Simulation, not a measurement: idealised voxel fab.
Name of the process module below: voxel trench capacitor
Cross-section cut: width 140 nm, square cells of 5 nm.
A cross-section is written here as square cells arranged in a grid, and it is given in bands from the top down, each band taking up one or more rows of cells. Heights first: top, then bottom, in nm. Then materials, left to right, each with a width in nm. "full width" on a single material: fills the band edge to edge. "air": empty space. Note: height 0 marks the level under which the wafer is uniformly one material as received. Lowest band unbounded below, written "0 down". Read "30 to 40" as a graded width: first number on top, second number at the bottom, same change between each pair of neighbouring rows. No cell of the cross-section changed in a step that is given as "no alteration". In "Entrapped void list" the enclosed voids are listed, meaning empty spaces of 8 cells or larger without any opening to the top. The form is width x height at distance, distance from the left edge, units nm. Text after the settings on a step's line: the simulator's own remark on that step. Among the settings permitted on a step's line is "overlay nm"; applied to a step with a mask, it specifies the extent to which the mask lay to the right of its planned position, whereas a negative figure signifies a position to the left.
Set out below are the planned steps of the process:
1. RECEIVE with material Si
2. CONFORMAL_DEP with material SiN, thk nm 10
3. MASKED_ETCH with tone open, mask id TRENCH, width nm 20, pitch nm 35, etch materials SiN, depth nm 10, overlay nm 0
4. MASKED_ETCH with tone open, mask id TRENCH, width nm 20, pitch nm 35, etch materials Si, depth nm 35, overlay nm 0
5. CONFORMAL_DEP with material Al2O3, thk nm 5
6. FILL_DEP with material polySi, thk nm 5
7. CMP with height nm 10
First of two wafers - as planned:
Cross-sectional view of the wafer in its as-received condition, corresponding to the state after step 1:
  0 down: Si full width
  Entrapped void list: none
After step 2, in cross-section:
  10 to 0: SiN full width
  No changes below 0.
After step 3, in cross-section:
  10 to 0: SiN (40), air (20), SiN (15), air (20), SiN (45)
  No changes below 0.
After step 4, in cross-section:
  10 to 0: SiN (40), air (20), SiN (15), air (20), SiN (45)
  0 to -35: Si (40), air (20), Si (15), air (20), Si (45)
  No changes below -35.
After step 5, in cross-section:
  15 to 10: Al2O3 (45), air (10), Al2O3 (25), air (10), Al2O3 (50)
  10 to 0: SiN (40), Al2O3 (5), air (10), Al2O3 (5), SiN (15), Al2O3 (5), air (10), Al2O3 (5), SiN (45)
  0 to -30: Si (40), Al2O3 (5), air (10), Al2O3 (5), Si (15), Al2O3 (5), air (10), Al2O3 (5), Si (45)
  -30 to -35: Si (40), Al2O3 (20), Si (15), Al2O3 (20), Si (45)
  No changes below -35.
After step 6, in cross-section:
  20 to 15: polySi full width
  15 to 10: Al2O3 (45), polySi (10), Al2O3 (25), polySi (10), Al2O3 (50)
  10 to 0: SiN (40), Al2O3 (5), polySi (10), Al2O3 (5), SiN (15), Al2O3 (5), polySi (10), Al2O3 (5), SiN (45)
  0 to -30: Si (40), Al2O3 (5), polySi (10), Al2O3 (5), Si (15), Al2O3 (5), polySi (10), Al2O3 (5), Si (45)
  No changes below -30.
After step 7, in cross-section:
  10 to 0: SiN (40), Al2O3 (5), polySi (10), Al2O3 (5), SiN (15), Al2O3 (5), polySi (10), Al2O3 (5), SiN (45)
  No changes below 0.
Okay, second wafer. Nothing different at the start, nothing different in the plan, just one mistake somewhere in the running. As far as step 2, counting that step, it's the first wafer all over again:
X-section, second wafer, when step 3 was due to finish:
  10 to 0: SiN (45), air (15), SiN (20), air (15), SiN (45)
  No changes below 0.
X-section, second wafer, when step 4 was due to finish:
  10 to 0: SiN (45), air (15), SiN (20), air (15), SiN (45)
  0 to -35: Si (45), air (15), Si (20), air (15), Si (45)
  No changes below -35.
X-section, second wafer, when step 5 was due to finish:
  15 to 10: Al2O3 (50), air (5), Al2O3 (30), air (5), Al2O3 (50)
  10 to 0: SiN (45), Al2O3 (5), air (5), Al2O3 (5), SiN (20), Al2O3 (5), air (5), Al2O3 (5), SiN (45)
  0 to -30: Si (45), Al2O3 (5), air (5), Al2O3 (5), Si (20), Al2O3 (5), air (5), Al2O3 (5), Si (45)
  -30 to -35: Si (45), Al2O3 (15), Si (20), Al2O3 (15), Si (45)
  No changes below -35.
X-section, second wafer, when step 6 was due to finish:
  20 to 15: polySi full width
  15 to 10: Al2O3 (50), polySi (5), Al2O3 (30), polySi (5), Al2O3 (50)
  10 to 0: SiN (45), Al2O3 (5), polySi (5), Al2O3 (5), SiN (20), Al2O3 (5), polySi (5), Al2O3 (5), SiN (45)
  0 to -30: Si (45), Al2O3 (5), polySi (5), Al2O3 (5), Si (20), Al2O3 (5), polySi (5), Al2O3 (5), Si (45)
  No changes below -30.
X-section, second wafer, when step 7 was due to finish:
  10 to 0: SiN (45), Al2O3 (5), polySi (5), Al2O3 (5), SiN (20), Al2O3 (5), polySi (5), Al2O3 (5), SiN (45)
  No changes below 0.
Here's what went sideways: step 3 changed vs plan, executed as MASKED_ETCH with tone open, mask id TRENCH, width nm 15, pitch nm 35, etch materials SiN, depth nm 10, overlay nm 0
Upon completion, the second wafer contains, in terms of cells, a greater or smaller amount of certain materials than the first wafer: 2 fewer of Al2O3 | 14 more of Si | 4 more of SiN | 16 fewer of polySi
